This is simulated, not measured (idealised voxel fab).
process module | voxel transistor to metal
In the cross-section labelled cut, the width is 215 nm and each square cell is 5 nm.
Cross-section, as written here: a square-cell grid given band by band from the top down, where a band holds one or more rows of cells. In this notation a band is specified by the heights of its top and bottom, in that order and in nm, after which its materials appear from left to right, each paired with its width in nm. The word "everywhere" attached to a single material means that material fills the band from edge to edge; the word "blank" stands for empty space. Note: height 0 marks the level under which the wafer is uniformly one material as received. Lowest band unbounded below, written "0 down". Width: "30->40" (first number = top row, second number = bottom row, same change from row to row of cells). When a step is marked "nothing was modified", none of the cells in the cross-section changed during that step. Heads up: "Voids lacking openings" only lists the empty pockets with no open path to the top that are 8 cells or more, and it writes them as width x height at distance, distance from the left edge, in nm. If you see something after the settings on a step's line, that's the simulator's own remark about that step. overlay nm: mask right of planned place by this much (step with mask). Neg. = left. Each pair below shows a cross-section before one step and the cross-section after it, down to the lowest band that changed. The line under each pair gives the step between them, with its settings. The pairs can come from different runs of this module on the same starting wafer, so a pair continues from the pair above only where its "Prior state" says so.

PRIOR STATE
75 to 70: 75 of TiN; 15 of blank; 35 of TiN; 15 of blank; 75 of TiN
70 to 45: 70 of SiO2; 5 of TiN; 15 of blank; 5 of TiN; 25 of SiO2; 5 of TiN; 15 of blank; 5 of TiN; 70 of SiO2
45 to 40: 70 of SiO2; 5 of TiN; 10 of blank; 10 of TiN; 25 of SiO2; 10 of TiN; 10 of blank; 5 of TiN; 70 of SiO2
40 to 30: 70 of SiO2; 5 of TiN; 10 of blank; 5 of TiN; 5 of SiN; 5 of SiO2; 15 of SiCN; 5 of SiO2; 5 of SiN; 5 of TiN; 10 of blank; 5 of TiN; 70 of SiO2
30 to 25: 70 of SiO2; 20 of TiN; 5 of SiN; 5 of SiO2; 15 of SiCN; 5 of SiO2; 5 of SiN; 20 of TiN; 70 of SiO2
25 to 10: 90 of SiO2; 5 of SiN; 5 of SiO2; 15 of polySi; 5 of SiO2; 5 of SiN; 90 of SiO2
10 to 5: 70 of SiO2; 20 of SiGe; 5 of SiN; 5 of SiO2; 15 of polySi; 5 of SiO2; 5 of SiN; 20 of SiGe; 70 of SiO2
5 to -5: 60 of SiO2; 5 of SiN; 5 of SiO2; 20 of SiGe; 5 of SiN; 5 of SiO2; 15 of polySi; 5 of SiO2; 5 of SiN; 20 of SiGe; 5 of SiO2; 5 of SiN; 60 of SiO2
-5 to -10: 65 of SiO2; 25 of SiGe; 35 of SiO2; 25 of SiGe; 65 of SiO2
-10 to -25: 65 of SiO2; 25 of SiGe; 35 of Si; 25 of SiGe; 65 of SiO2
-25 to -45: 65 of SiO2; 85 of Si; 65 of SiO2
-45 down: Si everywhere
Voids lacking openings: none

POST-PROCESS SECTION
85 to 75: Ru everywhere
75 to 70: 75 of TiN; 15 of Ru; 35 of TiN; 15 of Ru; 75 of TiN
70 to 45: 70 of SiO2; 5 of TiN; 15 of Ru; 5 of TiN; 25 of SiO2; 5 of TiN; 15 of Ru; 5 of TiN; 70 of SiO2
45 to 40: 70 of SiO2; 5 of TiN; 10 of Ru; 10 of TiN; 25 of SiO2; 10 of TiN; 10 of Ru; 5 of TiN; 70 of SiO2
40 to 30: 70 of SiO2; 5 of TiN; 10 of Ru; 5 of TiN; 5 of SiN; 5 of SiO2; 15 of SiCN; 5 of SiO2; 5 of SiN; 5 of TiN; 10 of Ru; 5 of TiN; 70 of SiO2
Everything below 30 is unchanged.
Voids lacking openings: none
Processing between the before and after sections above: FILL_DEP with material Ru, thk nm 10

Prior state: The prior state of this step coincides with the post-step cross-section of the pair just above.

POST-PROCESS SECTION
55 to 45: 70 of SiO2; 5 of TiN; 15 of Ru; 5 of TiN; 25 of SiO2; 5 of TiN; 15 of Ru; 5 of TiN; 70 of SiO2
Everything below 45 is unchanged.
Voids lacking openings: none
Processing between the before and after sections above: CMP with height nm 55

Prior state: The prior state of this step coincides with the post-step cross-section of the pair just above.

POST-PROCESS SECTION
60 to 55: SiN everywhere
Everything below 55 is unchanged.
Voids lacking openings: none
Processing between the before and after sections above: CONFORMAL_DEP with material SiN, thk nm 5

Prior state: The prior state of this step coincides with the post-step cross-section of the pair just above.

POST-PROCESS SECTION
75 to 60: lowk everywhere
Everything below 60 is unchanged.
Voids lacking openings: none
Processing between the before and after sections above: DIRECTIONAL_DEP with material lowk, thk nm 15

Prior state: The prior state of this step coincides with the post-step cross-section of the pair just above.

POST-PROCESS SECTION
95 to 75: 70 of resist; 15 of blank; 45 of resist; 15 of blank; 70 of resist
Everything below 75 is unchanged.
Voids lacking openings: none
Processing between the before and after sections above: PATTERN with tone open, mask id METAL_1, material resist, width nm 15, pitch nm 60, thk nm 20, overlay nm 0

Prior state: The prior state of this step coincides with the post-step cross-section of the pair just above.

POST-PROCESS SECTION
95 to 75: 70 of resist; 15 of blank; 45 of resist; 15 of blank; 70 of resist
75 to 60: 70 of lowk; 15 of blank; 45 of lowk; 15 of blank; 70 of lowk
Everything below 60 is unchanged.
Voids lacking openings: none
Processing between the before and after sections above: DIRECTIONAL_ETCH with etch materials lowk, depth nm 15

Prior state: The prior state of this step coincides with the post-step cross-section of the pair just above.

POST-PROCESS SECTION
95 to 75: 70 of resist; 15 of blank; 45 of resist; 15 of blank; 70 of resist
75 to 60: 70 of lowk; 15 of blank; 45 of lowk; 15 of blank; 70 of lowk
60 to 55: 70 of SiN; 15 of blank; 45 of SiN; 15 of blank; 70 of SiN
Everything below 55 is unchanged.
Voids lacking openings: none
Processing between the before and after sections above: DIRECTIONAL_ETCH with etch materials SiN, depth nm 5

Prior state: The prior state of this step coincides with the post-step cross-section of the pair just above.

POST-PROCESS SECTION
75 to 60: 70 of lowk; 15 of blank; 45 of lowk; 15 of blank; 70 of lowk
Everything below 60 is unchanged.
Voids lacking openings: none
Processing between the before and after sections above: STRIP with etch materials resist

Prior state: The prior state of this step coincides with the post-step cross-section of the pair just above.

POST-PROCESS SECTION
80 to 75: 75 of TiN; 5 of blank; 55 of TiN; 5 of blank; 75 of TiN
75 to 60: 70 of lowk; 5 of TiN; 5 of blank; 5 of TiN; 45 of lowk; 5 of TiN; 5 of blank; 5 of TiN; 70 of lowk
60 to 55: 70 of SiN; 15 of TiN; 45 of SiN; 15 of TiN; 70 of SiN
Everything below 55 is unchanged.
Voids lacking openings: none
Processing between the before and after sections above: CONFORMAL_DEP with material TiN, thk nm 5

Prior state: The prior state of this step coincides with the post-step cross-section of the pair just above.

POST-PROCESS SECTION
85 to 80: W everywhere
80 to 75: 75 of TiN; 5 of W; 55 of TiN; 5 of W; 75 of TiN
75 to 60: 70 of lowk; 5 of TiN; 5 of W; 5 of TiN; 45 of lowk; 5 of TiN; 5 of W; 5 of TiN; 70 of lowk
Everything below 60 is unchanged.
Voids lacking openings: none
Processing between the before and after sections above: FILL_DEP with material W, thk nm 5

Prior state: The prior state of this step coincides with the post-step cross-section of the pair just above.

POST-PROCESS SECTION
75 to 60: 70 of lowk; 5 of TiN; 5 of W; 5 of TiN; 45 of lowk; 5 of TiN; 5 of W; 5 of TiN; 70 of lowk
Everything below 60 is unchanged.
Voids lacking openings: none
Processing between the before and after sections above: CMP with height nm 75

Prior state: The prior state of this step coincides with the post-step cross-section of the pair just above.

POST-PROCESS SECTION
80 to 75: 65 of blank; 25 of Ru; 35 of blank; 25 of Ru; 65 of blank
Everything below 75 is unchanged.
Voids lacking openings: none
Processing between the before and after sections above: EPI with material Ru, thk nm 5

Prior state: The prior state of this step coincides with the post-step cross-section of the pair just above.

POST-PROCESS SECTION
85 to 80: SiCN everywhere
80 to 75: 65 of SiCN; 25 of Ru; 35 of SiCN; 25 of Ru; 65 of SiCN
Everything below 75 is unchanged.
Voids lacking openings: none
Processing between the before and after sections above: FILL_DEP with material SiCN, thk nm 5

PRIOR STATE
15 to 10: 60 of blank; 95 of SiN; 60 of blank
10 to 0: 60 of SiO2; 95 of SiN; 60 of SiO2
0 to -5: SiO2 everywhere
-5 to -45: 65 of SiO2; 85 of Si; 65 of SiO2
-45 down: Si everywhere
Voids lacking openings: none

POST-PROCESS SECTION
15 to 5: 60 of blank; 95 of SiN; 60 of blank
Everything below 5 is unchanged.
Voids lacking openings: none
Processing between the before and after sections above: SELECTIVE_ETCH with etch materials SiO2, depth nm 5

Prior state: The prior state of this step coincides with the post-step cross-section of the pair just above.

POST-PROCESS SECTION
5 to 0: 60 of SiO2; 95 of blank; 60 of SiO2
Everything below 0 is unchanged.
Voids lacking openings: none
Processing between the before and after sections above: STRIP with etch materials SiN

Prior state: The prior state of this step coincides with the post-step cross-section of the pair just above.

POST-PROCESS SECTION
35 to 30: 60 of polySi; 95 of blank; 60 of polySi
30 to 5: polySi everywhere
5 to 0: 60 of SiO2; 95 of polySi; 60 of SiO2
Everything below 0 is unchanged.
Voids lacking openings: none
Processing between the before and after sections above: DIRECTIONAL_DEP with material polySi, thk nm 30

Prior state: The prior state of this step coincides with the post-step cross-section of the pair just above.

POST-PROCESS SECTION
50 to 45: 60 of SiCN; 95 of blank; 60 of SiCN
45 to 35: SiCN everywhere
35 to 30: 60 of polySi; 95 of SiCN; 60 of polySi
Everything below 30 is unchanged.
Voids lacking openings: none
Processing between the before and after sections above: DIRECTIONAL_DEP with material SiCN, thk nm 15

Prior state: The prior state of this step coincides with the post-step cross-section of the pair just above.

POST-PROCESS SECTION
45 to 35: 100 of blank; 15 of SiCN; 100 of blank
35 to 30: 60 of polySi; 40 of blank; 15 of SiCN; 40 of blank; 60 of polySi
Everything below 30 is unchanged.
Voids lacking openings: none
Processing between the before and after sections above: MASKED_ETCH with tone cover, mask id GATE, width nm 15, etch materials SiCN, depth nm 25, overlay nm 0

Prior state: The prior state of this step coincides with the post-step cross-section of the pair just above.

POST-PROCESS SECTION
45 to 30: 100 of blank; 15 of SiCN; 100 of blank
30 to 5: 100 of blank; 15 of polySi; 100 of blank
5 to 0: 60 of SiO2; 40 of blank; 15 of polySi; 40 of blank; 60 of SiO2
Everything below 0 is unchanged.
Voids lacking openings: none
Processing between the before and after sections above: MASKED_ETCH with tone cover, mask id GATE, width nm 15, etch materials polySi, depth nm 40, overlay nm 0

Prior state: The prior state of this step coincides with the post-step cross-section of the pair just above.

POST-PROCESS SECTION
50 to 45: 95 of blank; 25 of SiO2; 95 of blank
45 to 30: 95 of blank; 5 of SiO2; 15 of SiCN; 5 of SiO2; 95 of blank
30 to 10: 95 of blank; 5 of SiO2; 15 of polySi; 5 of SiO2; 95 of blank
10 to 5: 65 of SiO2; 30 of blank; 5 of SiO2; 15 of polySi; 5 of SiO2; 30 of blank; 65 of SiO2
5 to 0: 100 of SiO2; 15 of polySi; 100 of SiO2
Everything below 0 is unchanged.
Voids lacking openings: none
Processing between the before and after sections above: CONFORMAL_DEP with material SiO2, thk nm 5

Prior state: The prior state of this step coincides with the post-step cross-section of the pair just above.

POST-PROCESS SECTION
45 to 30: 95 of blank; 5 of SiO2; 15 of SiCN; 5 of SiO2; 95 of blank
30 to 5: 95 of blank; 5 of SiO2; 15 of polySi; 5 of SiO2; 95 of blank
5 to 0: 65 of SiO2; 30 of blank; 5 of SiO2; 15 of polySi; 5 of SiO2; 30 of blank; 65 of SiO2
Everything below 0 is unchanged.
Voids lacking openings: none
Processing between the before and after sections above: DIRECTIONAL_ETCH with etch materials SiO2, depth nm 5

Prior state: The prior state of this step coincides with the post-step cross-section of the pair just above.

POST-PROCESS SECTION
50 to 45: 90 of blank; 35 of SiN; 90 of blank
45 to 30: 90 of blank; 5 of SiN; 5 of SiO2; 15 of SiCN; 5 of SiO2; 5 of SiN; 90 of blank
30 to 10: 90 of blank; 5 of SiN; 5 of SiO2; 15 of polySi; 5 of SiO2; 5 of SiN; 90 of blank
10 to 5: 70 of SiN; 20 of blank; 5 of SiN; 5 of SiO2; 15 of polySi; 5 of SiO2; 5 of SiN; 20 of blank; 70 of SiN
5 to 0: 65 of SiO2; 30 of SiN; 5 of SiO2; 15 of polySi; 5 of SiO2; 30 of SiN; 65 of SiO2
Everything below 0 is unchanged.
Voids lacking openings: none
Processing between the before and after sections above: CONFORMAL_DEP with material SiN, thk nm 5

Prior state: The prior state of this step coincides with the post-step cross-section of the pair just above.

POST-PROCESS SECTION
45 to 30: 90 of blank; 5 of SiN; 5 of SiO2; 15 of SiCN; 5 of SiO2; 5 of SiN; 90 of blank
30 to 5: 90 of blank; 5 of SiN; 5 of SiO2; 15 of polySi; 5 of SiO2; 5 of SiN; 90 of blank
5 to 0: 65 of SiO2; 5 of SiN; 20 of blank; 5 of SiN; 5 of SiO2; 15 of polySi; 5 of SiO2; 5 of SiN; 20 of blank; 5 of SiN; 65 of SiO2
Everything below 0 is unchanged.
Voids lacking openings: none
Processing between the before and after sections above: DIRECTIONAL_ETCH with etch materials SiN, depth nm 5

Prior state: The prior state of this step coincides with the post-step cross-section of the pair just above.

POST-PROCESS SECTION
45 to 40: 90 of blank; 5 of SiN; 5 of blank; 15 of SiCN; 5 of blank; 5 of SiN; 90 of blank
40 to 30: 90 of blank; 5 of SiN; 5 of SiO2; 15 of SiCN; 5 of SiO2; 5 of SiN; 90 of blank
30 to 5: 90 of blank; 5 of SiN; 5 of SiO2; 15 of polySi; 5 of SiO2; 5 of SiN; 90 of blank
5 to 0: 65 of blank; 5 of SiN; 20 of blank; 5 of SiN; 5 of SiO2; 15 of polySi; 5 of SiO2; 5 of SiN; 20 of blank; 5 of SiN; 65 of blank
0 to -5: 70 of SiO2; 20 of blank; 35 of SiO2; 20 of blank; 70 of SiO2
Everything below -5 is unchanged.
Voids lacking openings: none
Processing between the before and after sections above: DIRECTIONAL_ETCH with etch materials SiO2, depth nm 5

Prior state: The prior state of this step coincides with the post-step cross-section of the pair just above.

POST-PROCESS SECTION
45 to 40: 90 of blank; 5 of SiN; 5 of blank; 15 of SiCN; 5 of blank; 5 of SiN; 90 of blank
40 to 30: 90 of blank; 5 of SiN; 5 of SiO2; 15 of SiCN; 5 of SiO2; 5 of SiN; 90 of blank
30 to 5: 90 of blank; 5 of SiN; 5 of SiO2; 15 of polySi; 5 of SiO2; 5 of SiN; 90 of blank
5 to 0: 65 of blank; 5 of SiN; 20 of blank; 5 of SiN; 5 of SiO2; 15 of polySi; 5 of SiO2; 5 of SiN; 20 of blank; 5 of SiN; 65 of blank
0 to -5: 70 of SiO2; 20 of blank; 35 of SiO2; 20 of blank; 70 of SiO2
-5 to -20: 65 of SiO2; 5 of Si; 20 of blank; 35 of Si; 20 of blank; 5 of Si; 65 of SiO2
Everything below -20 is unchanged.
Voids lacking openings: none
Processing between the before and after sections above: DIRECTIONAL_ETCH with etch materials Si, depth nm 15

Prior state: The prior state of this step coincides with the post-step cross-section of the pair just above.

POST-PROCESS SECTION
45 to 40: 90 of blank; 5 of SiN; 5 of blank; 15 of SiCN; 5 of blank; 5 of SiN; 90 of blank
40 to 30: 90 of blank; 5 of SiN; 5 of SiO2; 15 of SiCN; 5 of SiO2; 5 of SiN; 90 of blank
30 to 15: 90 of blank; 5 of SiN; 5 of SiO2; 15 of polySi; 5 of SiO2; 5 of SiN; 90 of blank
15 to 5: 60 of blank; 30 of SiGe; 5 of SiN; 5 of SiO2; 15 of polySi; 5 of SiO2; 5 of SiN; 30 of SiGe; 60 of blank
5 to 0: 60 of blank; 5 of SiGe; 5 of SiN; 20 of SiGe; 5 of SiN; 5 of SiO2; 15 of polySi; 5 of SiO2; 5 of SiN; 20 of SiGe; 5 of SiN; 5 of SiGe; 60 of blank
0 to -5: 70 of SiO2; 20 of SiGe; 35 of SiO2; 20 of SiGe; 70 of SiO2
-5 to -20: 65 of SiO2; 5 of Si; 20 of SiGe; 35 of Si; 20 of SiGe; 5 of Si; 65 of SiO2
Everything below -20 is unchanged.
Voids lacking openings: none
Processing between the before and after sections above: EPI with material SiGe, thk nm 20

Prior state: The prior state of this step coincides with the post-step cross-section of the pair just above.

POST-PROCESS SECTION
55 to 45: SiO2 everywhere
45 to 30: 90 of SiO2; 5 of SiN; 5 of SiO2; 15 of SiCN; 5 of SiO2; 5 of SiN; 90 of SiO2
30 to 15: 90 of SiO2; 5 of SiN; 5 of SiO2; 15 of polySi; 5 of SiO2; 5 of SiN; 90 of SiO2
15 to 5: 60 of SiO2; 30 of SiGe; 5 of SiN; 5 of SiO2; 15 of polySi; 5 of SiO2; 5 of SiN; 30 of SiGe; 60 of SiO2
5 to 0: 60 of SiO2; 5 of SiGe; 5 of SiN; 20 of SiGe; 5 of SiN; 5 of SiO2; 15 of polySi; 5 of SiO2; 5 of SiN; 20 of SiGe; 5 of SiN; 5 of SiGe; 60 of SiO2
Everything below 0 is unchanged.
Voids lacking openings: none
Processing between the before and after sections above: FILL_DEP with material SiO2, thk nm 10

Prior state: The prior state of this step coincides with the post-step cross-section of the pair just above.

POST-PROCESS SECTION
40 to 30: 90 of SiO2; 5 of SiN; 5 of SiO2; 15 of SiCN; 5 of SiO2; 5 of SiN; 90 of SiO2
Everything below 30 is unchanged.
Voids lacking openings: none
Processing between the before and after sections above: CMP with height nm 40

Prior state: The prior state of this step coincides with the post-step cross-section of the pair just above.

POST-PROCESS SECTION
55 to 40: SiO2 everywhere
Everything below 40 is unchanged.
Voids lacking openings: none
Processing between the before and after sections above: DIRECTIONAL_DEP with material SiO2, thk nm 15

Prior state: The prior state of this step coincides with the post-step cross-section of the pair just above.

POST-PROCESS SECTION
55 to 40: 70 of SiO2; 25 of blank; 25 of SiO2; 25 of blank; 70 of SiO2
40 to 30: 70 of SiO2; 20 of blank; 5 of SiN; 5 of SiO2; 15 of SiCN; 5 of SiO2; 5 of SiN; 20 of blank; 70 of SiO2
30 to 15: 70 of SiO2; 20 of blank; 5 of SiN; 5 of SiO2; 15 of polySi; 5 of SiO2; 5 of SiN; 20 of blank; 70 of SiO2
Everything below 15 is unchanged.
Voids lacking openings: none
Processing between the before and after sections above: MASKED_ETCH with tone open, mask id CONTACT, width nm 25, pitch nm 50, etch materials SiO2, depth nm 45, overlay nm 0

Prior state: The prior state of this step coincides with the post-step cross-section of the pair just above.

POST-PROCESS SECTION
60 to 55: 75 of TiN; 15 of blank; 35 of TiN; 15 of blank; 75 of TiN
55 to 45: 70 of SiO2; 5 of TiN; 15 of blank; 5 of TiN; 25 of SiO2; 5 of TiN; 15 of blank; 5 of TiN; 70 of SiO2
45 to 40: 70 of SiO2; 5 of TiN; 10 of blank; 10 of TiN; 25 of SiO2; 10 of TiN; 10 of blank; 5 of TiN; 70 of SiO2
40 to 30: 70 of SiO2; 5 of TiN; 10 of blank; 5 of TiN; 5 of SiN; 5 of SiO2; 15 of SiCN; 5 of SiO2; 5 of SiN; 5 of TiN; 10 of blank; 5 of TiN; 70 of SiO2
30 to 20: 70 of SiO2; 5 of TiN; 10 of blank; 5 of TiN; 5 of SiN; 5 of SiO2; 15 of polySi; 5 of SiO2; 5 of SiN; 5 of TiN; 10 of blank; 5 of TiN; 70 of SiO2
20 to 15: 70 of SiO2; 20 of TiN; 5 of SiN; 5 of SiO2; 15 of polySi; 5 of SiO2; 5 of SiN; 20 of TiN; 70 of SiO2
Everything below 15 is unchanged.
Voids lacking openings: none
Processing between the before and after sections above: CONFORMAL_DEP with material TiN, thk nm 5

Prior state: The prior state of this step coincides with the post-step cross-section of the pair just above.

POST-PROCESS SECTION
70 to 60: Ru everywhere
60 to 55: 75 of TiN; 15 of Ru; 35 of TiN; 15 of Ru; 75 of TiN
55 to 45: 70 of SiO2; 5 of TiN; 15 of Ru; 5 of TiN; 25 of SiO2; 5 of TiN; 15 of Ru; 5 of TiN; 70 of SiO2
45 to 40: 70 of SiO2; 5 of TiN; 10 of Ru; 10 of TiN; 25 of SiO2; 10 of TiN; 10 of Ru; 5 of TiN; 70 of SiO2
40 to 30: 70 of SiO2; 5 of TiN; 10 of Ru; 5 of TiN; 5 of SiN; 5 of SiO2; 15 of SiCN; 5 of SiO2; 5 of SiN; 5 of TiN; 10 of Ru; 5 of TiN; 70 of SiO2
30 to 20: 70 of SiO2; 5 of TiN; 10 of Ru; 5 of TiN; 5 of SiN; 5 of SiO2; 15 of polySi; 5 of SiO2; 5 of SiN; 5 of TiN; 10 of Ru; 5 of TiN; 70 of SiO2
Everything below 20 is unchanged.
Voids lacking openings: none
Processing between the before and after sections above: FILL_DEP with material Ru, thk nm 10

Prior state: The prior state of this step coincides with the post-step cross-section of the pair just above.

POST-PROCESS SECTION
55 to 45: 70 of SiO2; 5 of TiN; 15 of Ru; 5 of TiN; 25 of SiO2; 5 of TiN; 15 of Ru; 5 of TiN; 70 of SiO2
Everything below 45 is unchanged.
Voids lacking openings: none
Processing between the before and after sections above: CMP with height nm 55

Prior state: The prior state of this step coincides with the post-step cross-section of the pair just above.

POST-PROCESS SECTION
60 to 55: SiN everywhere
Everything below 55 is unchanged.
Voids lacking openings: none
Processing between the before and after sections above: CONFORMAL_DEP with material SiN, thk nm 5

Prior state: The prior state of this step coincides with the post-step cross-section of the pair just above.

POST-PROCESS SECTION
75 to 60: lowk everywhere
Everything below 60 is unchanged.
Voids lacking openings: none
Processing between the before and after sections above: DIRECTIONAL_DEP with material lowk, thk nm 15

Prior state: The prior state of this step coincides with the post-step cross-section of the pair just above.

POST-PROCESS SECTION
95 to 75: 70 of resist; 15 of blank; 45 of resist; 15 of blank; 70 of resist
Everything below 75 is unchanged.
Voids lacking openings: none
Processing between the before and after sections above: PATTERN with tone open, mask id METAL_1, material resist, width nm 15, pitch nm 60, thk nm 20, overlay nm 0

Prior state: The prior state of this step coincides with the post-step cross-section of the pair just above.

POST-PROCESS SECTION
95 to 75: 70 of resist; 15 of blank; 45 of resist; 15 of blank; 70 of resist
75 to 60: 70 of lowk; 15 of blank; 45 of lowk; 15 of blank; 70 of lowk
Everything below 60 is unchanged.
Voids lacking openings: none
Processing between the before and after sections above: DIRECTIONAL_ETCH with etch materials lowk, depth nm 15

Prior state: The prior state of this step coincides with the post-step cross-section of the pair just above.

POST-PROCESS SECTION
95 to 75: 70 of resist; 15 of blank; 45 of resist; 15 of blank; 70 of resist
75 to 60: 70 of lowk; 15 of blank; 45 of lowk; 15 of blank; 70 of lowk
60 to 55: 70 of SiN; 15 of blank; 45 of SiN; 15 of blank; 70 of SiN
Everything below 55 is unchanged.
Voids lacking openings: none
Processing between the before and after sections above: DIRECTIONAL_ETCH with etch materials SiN, depth nm 5

Prior state: The prior state of this step coincides with the post-step cross-section of the pair just above.

POST-PROCESS SECTION
75 to 60: 70 of lowk; 15 of blank; 45 of lowk; 15 of blank; 70 of lowk
Everything below 60 is unchanged.
Voids lacking openings: none
Processing between the before and after sections above: STRIP with etch materials resist

Prior state: The prior state of this step coincides with the post-step cross-section of the pair just above.

POST-PROCESS SECTION
80 to 75: 75 of TiN; 5 of blank; 55 of TiN; 5 of blank; 75 of TiN
75 to 60: 70 of lowk; 5 of TiN; 5 of blank; 5 of TiN; 45 of lowk; 5 of TiN; 5 of blank; 5 of TiN; 70 of lowk
60 to 55: 70 of SiN; 15 of TiN; 45 of SiN; 15 of TiN; 70 of SiN
Everything below 55 is unchanged.
Voids lacking openings: none
Processing between the before and after sections above: CONFORMAL_DEP with material TiN, thk nm 5

Prior state: The prior state of this step coincides with the post-step cross-section of the pair just above.

POST-PROCESS SECTION
85 to 80: W everywhere
80 to 75: 75 of TiN; 5 of W; 55 of TiN; 5 of W; 75 of TiN
75 to 60: 70 of lowk; 5 of TiN; 5 of W; 5 of TiN; 45 of lowk; 5 of TiN; 5 of W; 5 of TiN; 70 of lowk
Everything below 60 is unchanged.
Voids lacking openings: none
Processing between the before and after sections above: FILL_DEP with material W, thk nm 5

Prior state: The prior state of this step coincides with the post-step cross-section of the pair just above.

POST-PROCESS SECTION
75 to 60: 70 of lowk; 5 of TiN; 5 of W; 5 of TiN; 45 of lowk; 5 of TiN; 5 of W; 5 of TiN; 70 of lowk
Everything below 60 is unchanged.
Voids lacking openings: none
Processing between the before and after sections above: CMP with height nm 75

Prior state: The prior state of this step coincides with the post-step cross-section of the pair just above.

POST-PROCESS SECTION
80 to 75: 65 of blank; 25 of Ru; 35 of blank; 25 of Ru; 65 of blank
Everything below 75 is unchanged.
Voids lacking openings: none
Processing between the before and after sections above: EPI with material Ru, thk nm 5

Prior state: The prior state of this step coincides with the post-step cross-section of the pair just above.

POST-PROCESS SECTION
85 to 80: SiCN everywhere
80 to 75: 65 of SiCN; 25 of Ru; 35 of SiCN; 25 of Ru; 65 of SiCN
Everything below 75 is unchanged.
Voids lacking openings: none
Processing between the before and after sections above: FILL_DEP with material SiCN, thk nm 5

PRIOR STATE
70 to 60: Ru everywhere
60 to 55: 75 of TiN; 15 of Ru; 35 of TiN; 15 of Ru; 75 of TiN
55 to 45: 70 of SiO2; 5 of TiN; 15 of Ru; 5 of TiN; 25 of SiO2; 5 of TiN; 15 of Ru; 5 of TiN; 70 of SiO2
45 to 40: 70 of SiO2; 5 of TiN; 10 of Ru; 10 of TiN; 25 of SiO2; 10 of TiN; 10 of Ru; 5 of TiN; 70 of SiO2
40 to 25: 70 of SiO2; 5 of TiN; 10 of Ru; 5 of TiN; 5 of SiN; 5 of SiO2; 15 of SiCN; 5 of SiO2; 5 of SiN; 5 of TiN; 10 of Ru; 5 of TiN; 70 of SiO2
25 to 15: 70 of SiO2; 5 of TiN; 10 of Ru; 5 of TiN; 5 of SiN; 5 of SiO2; 15 of polySi; 5 of SiO2; 5 of SiN; 5 of TiN; 10 of Ru; 5 of TiN; 70 of SiO2
15 to 10: 70 of SiO2; 20 of TiN; 5 of SiN; 5 of SiO2; 15 of polySi; 5 of SiO2; 5 of SiN; 20 of TiN; 70 of SiO2
10 to 5: 70 of SiO2; 20 of SiGe; 5 of SiN; 5 of SiO2; 15 of polySi; 5 of SiO2; 5 of SiN; 20 of SiGe; 70 of SiO2
5 to -5: 60 of SiO2; 5 of SiN; 5 of SiO2; 20 of SiGe; 5 of SiN; 5 of SiO2; 15 of polySi; 5 of SiO2; 5 of SiN; 20 of SiGe; 5 of SiO2; 5 of SiN; 60 of SiO2
-5 to -10: 65 of SiO2; 25 of SiGe; 35 of SiO2; 25 of SiGe; 65 of SiO2
-10 to -25: 65 of SiO2; 25 of SiGe; 35 of Si; 25 of SiGe; 65 of SiO2
-25 to -45: 65 of SiO2; 85 of Si; 65 of SiO2
-45 down: Si everywhere
Voids lacking openings: none

POST-PROCESS SECTION
60 to 55: 75 of TiN; 15 of Ru; 35 of TiN; 15 of Ru; 75 of TiN
Everything below 55 is unchanged.
Voids lacking openings: none
Processing between the before and after sections above: CMP with height nm 60

Prior state: The prior state of this step coincides with the post-step cross-section of the pair just above.

POST-PROCESS SECTION
65 to 60: SiN everywhere
Everything below 60 is unchanged.
Voids lacking openings: none
Processing between the before and after sections above: CONFORMAL_DEP with material SiN, thk nm 5

Prior state: The prior state of this step coincides with the post-step cross-section of the pair just above.

POST-PROCESS SECTION
80 to 65: lowk everywhere
Everything below 65 is unchanged.
Voids lacking openings: none
Processing between the before and after sections above: DIRECTIONAL_DEP with material lowk, thk nm 15

Prior state: The prior state of this step coincides with the post-step cross-section of the pair just above.

POST-PROCESS SECTION
100 to 80: 70 of resist; 15 of blank; 45 of resist; 15 of blank; 70 of resist
Everything below 80 is unchanged.
Voids lacking openings: none
Processing between the before and after sections above: PATTERN with tone open, mask id METAL_1, material resist, width nm 15, pitch nm 60, thk nm 20, overlay nm 0

Prior state: The prior state of this step coincides with the post-step cross-section of the pair just above.

POST-PROCESS SECTION
100 to 80: 70 of resist; 15 of blank; 45 of resist; 15 of blank; 70 of resist
80 to 65: 70 of lowk; 15 of blank; 45 of lowk; 15 of blank; 70 of lowk
Everything below 65 is unchanged.
Voids lacking openings: none
Processing between the before and after sections above: DIRECTIONAL_ETCH with etch materials lowk, depth nm 15

Prior state: The prior state of this step coincides with the post-step cross-section of the pair just above.

POST-PROCESS SECTION
100 to 80: 70 of resist; 15 of blank; 45 of resist; 15 of blank; 70 of resist
80 to 65: 70 of lowk; 15 of blank; 45 of lowk; 15 of blank; 70 of lowk
65 to 60: 70 of SiN; 15 of blank; 45 of SiN; 15 of blank; 70 of SiN
Everything below 60 is unchanged.
Voids lacking openings: none
Processing between the before and after sections above: DIRECTIONAL_ETCH with etch materials SiN, depth nm 5

Prior state: The prior state of this step coincides with the post-step cross-section of the pair just above.

POST-PROCESS SECTION
80 to 65: 70 of lowk; 15 of blank; 45 of lowk; 15 of blank; 70 of lowk
Everything below 65 is unchanged.
Voids lacking openings: none
Processing between the before and after sections above: STRIP with etch materials resist

Prior state: The prior state of this step coincides with the post-step cross-section of the pair just above.

POST-PROCESS SECTION
85 to 80: 75 of TiN; 5 of blank; 55 of TiN; 5 of blank; 75 of TiN
80 to 65: 70 of lowk; 5 of TiN; 5 of blank; 5 of TiN; 45 of lowk; 5 of TiN; 5 of blank; 5 of TiN; 70 of lowk
65 to 60: 70 of SiN; 15 of TiN; 45 of SiN; 15 of TiN; 70 of SiN
Everything below 60 is unchanged.
Voids lacking openings: none
Processing between the before and after sections above: CONFORMAL_DEP with material TiN, thk nm 5

Prior state: The prior state of this step coincides with the post-step cross-section of the pair just above.

POST-PROCESS SECTION
90 to 85: W everywhere
85 to 80: 75 of TiN; 5 of W; 55 of TiN; 5 of W; 75 of TiN
80 to 65: 70 of lowk; 5 of TiN; 5 of W; 5 of TiN; 45 of lowk; 5 of TiN; 5 of W; 5 of TiN; 70 of lowk
Everything below 65 is unchanged.
Voids lacking openings: none
Processing between the before and after sections above: FILL_DEP with material W, thk nm 5

Prior state: The prior state of this step coincides with the post-step cross-section of the pair just above.

POST-PROCESS SECTION
75 to 65: 70 of lowk; 5 of TiN; 5 of W; 5 of TiN; 45 of lowk; 5 of TiN; 5 of W; 5 of TiN; 70 of lowk
Everything below 65 is unchanged.
Voids lacking openings: none
Processing between the before and after sections above: CMP with height nm 75

Prior state: The prior state of this step coincides with the post-step cross-section of the pair just above.

POST-PROCESS SECTION
80 to 75: 65 of blank; 25 of Ru; 35 of blank; 25 of Ru; 65 of blank
Everything below 75 is unchanged.
Voids lacking openings: none
Processing between the before and after sections above: EPI with material Ru, thk nm 5
